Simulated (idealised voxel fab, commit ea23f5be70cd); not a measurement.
process module | voxel trench capacitor
cross-section cut | 285 nm wide | cells 5 nm
A cross-section is a grid of square cells, given in bands from the top down. A band is one or more rows of cells.
Each band's line starts with the height of the band's top and of its bottom, in nm. Then come its materials from left to right, each with its width in nm. One material with "throughout" fills the band from edge to edge. "air" is empty space.
Height 0 is the level under which the wafer as received is all one material. The lowest band goes on downwards, as in "0 down".
A width such as "30 to 40" changes by the same amount from each row of cells to the next, from the band's top row to its bottom row.
"no change" after a step means that no cell of the cross-section changed.
closed voids: empty space of 8 cells or more with no open way to the top, each as width x height at its distance from the left edge, in nm
after a step's settings: what the simulator itself notes on the step
overlay nm, on a step with a mask: how far to the right of its planned place the mask lay; to the left if negative
plan
1 op RECEIVE | material Si
2 op CONFORMAL_DEP | material SiN | thk nm 10
3 op MASKED_ETCH | tone open | mask id TRENCH | width nm 25 | pitch nm 55 | etch materials SiN | depth nm 10 | overlay nm 0
4 op MASKED_ETCH | tone open | mask id TRENCH | width nm 25 | pitch nm 55 | etch materials Si | depth nm 40 | overlay nm 0
5 op CONFORMAL_DEP | material HfO2 | thk nm 5
6 op CONFORMAL_DEP | material TiN | thk nm 5
7 op FILL_DEP | material W | thk nm 10
8 op CMP | height nm 10
first wafer, as planned
as received, after step 1
  0 down: Si throughout
  closed voids: none
after step 2
  10 to 0: SiN throughout
  below 0: unchanged
after step 3
  10 to 0: SiN 100 | air 25 | SiN 30 | air 25 | SiN 105
  below 0: unchanged
after step 4
  10 to 0: SiN 100 | air 25 | SiN 30 | air 25 | SiN 105
  0 to -40: Si 100 | air 25 | Si 30 | air 25 | Si 105
  below -40: unchanged
after step 5
  15 to 10: HfO2 105 | air 15 | HfO2 40 | air 15 | HfO2 110
  10 to 0: SiN 100 | HfO2 5 | air 15 | HfO2 5 | SiN 30 | HfO2 5 | air 15 | HfO2 5 | SiN 105
  0 to -35: Si 100 | HfO2 5 | air 15 | HfO2 5 | Si 30 | HfO2 5 | air 15 | HfO2 5 | Si 105
  -35 to -40: Si 100 | HfO2 25 | Si 30 | HfO2 25 | Si 105
  below -40: unchanged
after step 6
  20 to 15: TiN 110 | air 5 | TiN 50 | air 5 | TiN 115
  15 to 10: HfO2 105 | TiN 5 | air 5 | TiN 5 | HfO2 40 | TiN 5 | air 5 | TiN 5 | HfO2 110
  10 to 0: SiN 100 | HfO2 5 | TiN 5 | air 5 | TiN 5 | HfO2 5 | SiN 30 | HfO2 5 | TiN 5 | air 5 | TiN 5 | HfO2 5 | SiN 105
  0 to -30: Si 100 | HfO2 5 | TiN 5 | air 5 | TiN 5 | HfO2 5 | Si 30 | HfO2 5 | TiN 5 | air 5 | TiN 5 | HfO2 5 | Si 105
  -30 to -35: Si 100 | HfO2 5 | TiN 15 | HfO2 5 | Si 30 | HfO2 5 | TiN 15 | HfO2 5 | Si 105
  below -35: unchanged
after step 7
  30 to 20: W throughout
  20 to 15: TiN 110 | W 5 | TiN 50 | W 5 | TiN 115
  15 to 10: HfO2 105 | TiN 5 | W 5 | TiN 5 | HfO2 40 | TiN 5 | W 5 | TiN 5 | HfO2 110
  10 to 0: SiN 100 | HfO2 5 | TiN 5 | W 5 | TiN 5 | HfO2 5 | SiN 30 | HfO2 5 | TiN 5 | W 5 | TiN 5 | HfO2 5 | SiN 105
  0 to -30: Si 100 | HfO2 5 | TiN 5 | W 5 | TiN 5 | HfO2 5 | Si 30 | HfO2 5 | TiN 5 | W 5 | TiN 5 | HfO2 5 | Si 105
  below -30: unchanged
after step 8
  10 to 0: SiN 100 | HfO2 5 | TiN 5 | W 5 | TiN 5 | HfO2 5 | SiN 30 | HfO2 5 | TiN 5 | W 5 | TiN 5 | HfO2 5 | SiN 105
  below 0: unchanged
second wafer: like start, like plan, one mistake. Through step 4 it matches the first wafer
when step 5 should have ended
  15 to 10: TiN 105 | air 15 | TiN 40 | air 15 | TiN 110
  10 to 0: SiN 100 | TiN 5 | air 15 | TiN 5 | SiN 30 | TiN 5 | air 15 | TiN 5 | SiN 105
  0 to -35: Si 100 | TiN 5 | air 15 | TiN 5 | Si 30 | TiN 5 | air 15 | TiN 5 | Si 105
  -35 to -40: Si 100 | TiN 25 | Si 30 | TiN 25 | Si 105
  below -40: unchanged
when step 6 should have ended
  20 to 15: HfO2 110 | air 5 | HfO2 50 | air 5 | HfO2 115
  15 to 10: TiN 105 | HfO2 5 | air 5 | HfO2 5 | TiN 40 | HfO2 5 | air 5 | HfO2 5 | TiN 110
  10 to 0: SiN 100 | TiN 5 | HfO2 5 | air 5 | HfO2 5 | TiN 5 | SiN 30 | TiN 5 | HfO2 5 | air 5 | HfO2 5 | TiN 5 | SiN 105
  0 to -30: Si 100 | TiN 5 | HfO2 5 | air 5 | HfO2 5 | TiN 5 | Si 30 | TiN 5 | HfO2 5 | air 5 | HfO2 5 | TiN 5 | Si 105
  -30 to -35: Si 100 | TiN 5 | HfO2 15 | TiN 5 | Si 30 | TiN 5 | HfO2 15 | TiN 5 | Si 105
  below -35: unchanged
when step 7 should have ended
  30 to 20: W throughout
  20 to 15: HfO2 110 | W 5 | HfO2 50 | W 5 | HfO2 115
  15 to 10: TiN 105 | HfO2 5 | W 5 | HfO2 5 | TiN 40 | HfO2 5 | W 5 | HfO2 5 | TiN 110
  10 to 0: SiN 100 | TiN 5 | HfO2 5 | W 5 | HfO2 5 | TiN 5 | SiN 30 | TiN 5 | HfO2 5 | W 5 | HfO2 5 | TiN 5 | SiN 105
  0 to -30: Si 100 | TiN 5 | HfO2 5 | W 5 | HfO2 5 | TiN 5 | Si 30 | TiN 5 | HfO2 5 | W 5 | HfO2 5 | TiN 5 | Si 105
  below -30: unchanged
when step 8 should have ended
  10 to 0: SiN 100 | TiN 5 | HfO2 5 | W 5 | HfO2 5 | TiN 5 | SiN 30 | TiN 5 | HfO2 5 | W 5 | HfO2 5 | TiN 5 | SiN 105
  below 0: unchanged
what went wrong: steps 5 and 6 were swapped
at the end the second wafer has, in cells: 8 fewer of HfO2 | 8 more of TiN
